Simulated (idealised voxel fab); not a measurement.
The process module that follows is named voxel trench capacitor.
This is section cut - it's 245 nm across, gridded in 5 nm square cells.
A cross-section is a grid of square cells, given in bands from the top down. A band is one or more rows of cells.
Heights first: top, then bottom, in nm. Then materials, left to right, each with a width in nm. "full width" on a single material: fills the band edge to edge. "empty": empty space.
For the purposes of this specification, 0 denotes the height below which the wafer in its as-received condition is composed wholly of one material, and the lowermost band, lacking a lower limit, extends downward without end, as expressed in "0 down".
A width such as "30->40" changes by the same amount from each row of cells to the next, from the band's top row to its bottom row.
"nothing different", as given for a step, is the statement that not any cell of the cross-section underwent a change during that step.
You'll see "Listed closed voids" listing empty spaces that have no way open to the top, as long as they're 8 cells or more; the notation is width x height at distance, where the distance is from the left edge, and all of it is in nm.
Heads up: the bit after the settings on a step's line is the simulator's remark on that step.
When a step includes a mask, the "overlay nm" setting on its line states how far to the right of its planned place that mask lay, and negative values state how far to the left.
## So here's the lineup of process steps we planned
| 1 | RECEIVE | material Si |
| 2 | CONFORMAL_DEP | material SiN | thk nm 10 |
| 3 | MASKED_ETCH | tone open | mask id TRENCH | width nm 20 | pitch nm 40 | etch materials SiN | depth nm 10 | overlay nm 0 |
| 4 | MASKED_ETCH | tone open | mask id TRENCH | width nm 20 | pitch nm 40 | etch materials Si | depth nm 20 | overlay nm 0 |
| 5 | CONFORMAL_DEP | material SiO2 | thk nm 5 |
| 6 | FILL_DEP | material polySi | thk nm 10 |
| 7 | CMP | height nm 10 |
Split variable: depth nm, step 4. Plan value = first wafer. Wafers start alike.
## Sectional view: first of several wafers, as received, after step 1
  0 down | Si full width
  Listed closed voids: none
## Table: wafers, a row each; end-of-module cell change per material since receipt, gain (+), loss (-); then closed voids
depth nm 20 | -32 Si | +82 SiN | +28 SiO2 | +20 polySi | Listed closed voids: none
depth nm 25 | -40 Si | +82 SiN | +32 SiO2 | +24 polySi | Listed closed voids: none
depth nm 30 | -48 Si | +82 SiN | +36 SiO2 | +28 polySi | Listed closed voids: none
depth nm 35 | -56 Si | +82 SiN | +40 SiO2 | +32 polySi | Listed closed voids: none
depth nm 40 | -64 Si | +82 SiN | +44 SiO2 | +36 polySi | Listed closed voids: none
depth nm 45 | -72 Si | +82 SiN | +48 SiO2 | +40 polySi | Listed closed voids: none
